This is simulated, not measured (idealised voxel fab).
Name of the process module below: voxel air gaps
Cross-section cut: width 190 nm, square cells of 5 nm.
Bands, listed from the top down, are how a cross-section gets written in this document; the cross-section itself is a grid of square cells, and a band is one or more rows of them.
Band: top height; bottom height; in nm. Then, left to right: material with width in nm, for each material. "edge to edge": a single material spanning edge to edge. "blank": empty space.
We count height from 0. Below that, the starting wafer is all one material. The lowest band never ends at the bottom but goes on down; see "top 0, no bottom" for how that is written.
Per-row width for "30..40": begins at first number (top row of band), ends at second number (bottom row), increment between rows held constant.
Where a step carries "nothing altered", the cross-section came out of it unchanged, cell for cell.
If an empty space has no open way to the top and is at least 8 cells in size, "Catalogued sealed voids" lists it, written width x height at distance, where distance is measured from the left edge and every value is in nm.
Note: text after step settings on the step line = simulator remark on that step.
"overlay nm" on a masked step: distance the mask lay right of its planned place, negative for left.

# These are the steps we planned for the process
| 1 | RECEIVE with material Si |
| 2 | CONFORMAL_DEP with material SiO2, thk nm 15 |
| 3 | CONFORMAL_DEP with material SiCN, thk nm 5 |
| 4 | DIRECTIONAL_DEP with material SiO2, thk nm 30 |
| 5 | PATTERN with tone open, mask id LINES, material resist, width nm 15, pitch nm 45, thk nm 20, overlay nm 0 |
| 6 | DIRECTIONAL_ETCH with etch materials SiO2, depth nm 30 |
| 7 | STRIP with etch materials resist |
| 8 | CONFORMAL_DEP with material TiN, thk nm 5 |
| 9 | FILL_DEP with material W, thk nm 5 |
| 10 | CMP with height nm 50 |
| 11 | EPI with material Ru, thk nm 10 |
| 12 | SELECTIVE_ETCH with etch materials SiO2, depth nm 40 |
| 13 | CONFORMAL_DEP with material SiCN, thk nm 5 |

# As received (post step 1): cross-section
    top 0, no bottom  Si edge to edge
    Catalogued sealed voids: none

# Wafer cross-section at end of module: start and plan as shown above, one execution error
    top 65, bottom 60  SiCN edge to edge
    top 60, bottom 50  Ru edge to edge
    top 50, bottom 25  35 W / 5 TiN / 15 SiO2 / 5 TiN / 20 W / 5 TiN / 15 SiO2 / 5 TiN / 20 W / 5 TiN / 15 SiO2 / 5 TiN / 40 W
    top 25, bottom 20  40 TiN / 15 SiO2 / 30 TiN / 15 SiO2 / 30 TiN / 15 SiO2 / 45 TiN
    top 20, bottom 15  SiCN edge to edge
    top 15, bottom 0  SiO2 edge to edge
    top 0, no bottom  Si edge to edge
    Catalogued sealed voids: none
Nonconformance to the process plan: it should be noted that step 5 was executed with settings other than those planned, the operation and settings actually applied being PATTERN with tone cover, mask id LINES, material resist, width nm 15, pitch nm 45, thk nm 20, overlay nm 0
